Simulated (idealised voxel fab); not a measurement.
Herein follows the process module entitled voxel ribs on slabs.
cross-section cut | 285 nm wide | cells 5 nm
Notation: cross-section as square-cell grid; stated in bands, top first, going down; one or more cell rows per band. The band entry comprises the height of the band's top followed by the height of its bottom, expressed in nm, and subsequently the band's materials from left to right, each stated together with its width in nm. Where a single material is marked with the word "throughout", that material fills the band from edge to edge. The word "air" represents empty space. Height datum 0, below which the as-received substrate wafer is one material. Lowest band open at the bottom, running downward: "0 down". So if you see something like "30 to 40" for the width, read it as the top row of the band sitting at the first number and the bottom row at the second, with every row in between moving by the same amount as the last. Where a step carries "left unchanged", the cross-section came out of it unchanged, cell for cell. "Closed-off voids" enumerates empty spaces isolated from the top, with no open way to it, that contain at least 8 cells, giving each as width x height at distance from the left edge, all three in nm. Note: text after step settings on the step line = simulator remark on that step. The optional step-line setting "overlay nm" applies to steps with a mask and quantifies how far to the right of its planned location the mask lay, a negative value indicating leftward placement.
Here's what the planned process steps look like:
1 op RECEIVE | material Si
2 op DIRECTIONAL_DEP | material SiO2 | thk nm 30
3 op DIRECTIONAL_DEP | material SiN | thk nm 20
4 op MASKED_ETCH | tone cover | mask id RIB | width nm 25 | etch materials SiN | depth nm 15 | overlay nm 0
5 op PATTERN | tone cover | mask id SLAB | material resist | width nm 65 | thk nm 15 | overlay nm 0
6 op DIRECTIONAL_ETCH | etch materials SiN | depth nm 5
7 op STRIP | etch materials resist
8 op FILL_DEP | material SiO2 | thk nm 25
9 op CMP | height nm 70
10 op DIRECTIONAL_DEP | material TiN | thk nm 10
11 op DIRECTIONAL_DEP | material aC | thk nm 15
12 op PATTERN | tone cover | mask id HEATER | material resist | width nm 35 | thk nm 35 | overlay nm 0
13 op DIRECTIONAL_ETCH | etch materials aC | depth nm 15
14 op STRIP | etch materials resist
15 op DIRECTIONAL_ETCH | etch materials TiN | depth nm 10
16 op STRIP | etch materials aC
17 op CONFORMAL_DEP | material SiO2 | thk nm 5
As received (post step 1): cross-section:
- 0 down = Si throughout
- Closed-off voids: none
First of two wafers at the end of the module, shown in cross-section; run carried out as planned:
- 85 to 80 = air: 120; SiO2: 45; air: 120
- 80 to 75 = air: 120; SiO2: 5; TiN: 35; SiO2: 5; air: 120
- 75 to 70 = SiO2: 125; TiN: 35; SiO2: 125
- 70 to 50 = SiO2 throughout
- 50 to 35 = SiO2: 130; SiN: 25; SiO2: 130
- 35 to 30 = SiO2: 110; SiN: 65; SiO2: 110
- 30 to 0 = SiO2 throughout
- 0 down = Si throughout
- Closed-off voids: none
Cross-section at end of module for the second wafer of two, which matched the first in starting point and plan and differed by one mistake in its processing:
- 85 to 80 = air: 120; SiO2: 45; air: 120
- 80 to 75 = SiO2: 125; TiN: 35; SiO2: 125
- 75 to 70 = TiN throughout
- 70 to 50 = SiO2 throughout
- 50 to 35 = SiO2: 130; SiN: 25; SiO2: 130
- 35 to 30 = SiO2: 110; SiN: 65; SiO2: 110
- 30 to 0 = SiO2 throughout
- 0 down = Si throughout
- Closed-off voids: none
What was done differently from what was planned? step 15 went in with a setting other than planned; the actual run was op DIRECTIONAL_ETCH | etch materials TiN | depth nm 5
Counted in cells at the end, the second wafer holds more or fewer of these materials than the first: SiO2 -2, TiN +50
